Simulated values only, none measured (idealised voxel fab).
process module | voxel self aligned contacts
cross-section cut | 200 nm wide | cells 5 nm
A cross-section is a grid of square cells, given in bands from the top down. A band is one or more rows of cells.
Each band's line starts with the height of the band's top and of its bottom, in nm. Then come its materials from left to right, each with its width in nm. One material with "throughout" fills the band from edge to edge. "air" is empty space.
Height 0 is the level under which the wafer as received is all one material. The lowest band goes on downwards, as in "0 down".
A width such as "30 to 40" changes by the same amount from each row of cells to the next, from the band's top row to its bottom row.
"no change" after a step means that no cell of the cross-section changed.
closed voids: empty space of 8 cells or more with no open way to the top, each as width x height at its distance from the left edge, in nm
after a step's settings: what the simulator itself notes on the step
overlay nm, on a step with a mask: how far to the right of its planned place the mask lay; to the left if negative
plan
1 op RECEIVE | material Si
2 op OXIDIZE | depth nm 5
3 op DIRECTIONAL_DEP | material polySi | thk nm 30
4 op DIRECTIONAL_DEP | material SiN | thk nm 20
5 op MASKED_ETCH | tone cover | mask id GATE | width nm 30 | pitch nm 65 | etch materials SiN | depth nm 20 | overlay nm 0
6 op MASKED_ETCH | tone cover | mask id GATE | width nm 30 | pitch nm 65 | etch materials polySi | depth nm 30 | overlay nm 0
7 op CONFORMAL_DEP | material SiN | thk nm 10
8 op DIRECTIONAL_ETCH | etch materials SiN | depth nm 10
9 op FILL_DEP | material SiO2 | thk nm 20
10 op CMP | height nm 60
11 op PATTERN | tone open | mask id CONTACT | material resist | width nm 45 | thk nm 20 | overlay nm 0
12 op DIRECTIONAL_ETCH | etch materials SiO2 | depth nm 65
13 op STRIP | etch materials resist
14 op CONFORMAL_DEP | material TiN | thk nm 5
15 op FILL_DEP | material W | thk nm 10
16 op CMP | height nm 60
17 op CONFORMAL_DEP | material SiN | thk nm 5
as received, after step 1
  0 down: Si throughout
  closed voids: none
a wafer at the end: this start, this plan, one mistake
  65 to 60: SiN throughout
  60 to 55: SiO2 40 | SiN 50 | TiN 5 | W 5 | TiN 5 | SiN 50 | SiO2 45
  55 to 50: SiO2 40 | SiN 50 | TiN 15 | SiN 50 | SiO2 45
  50 to 30: SiN throughout
  30 to 0: polySi throughout
  0 to -5: SiO2 throughout
  -5 down: Si throughout
  closed voids: none
what went wrong: step 4 was run twice
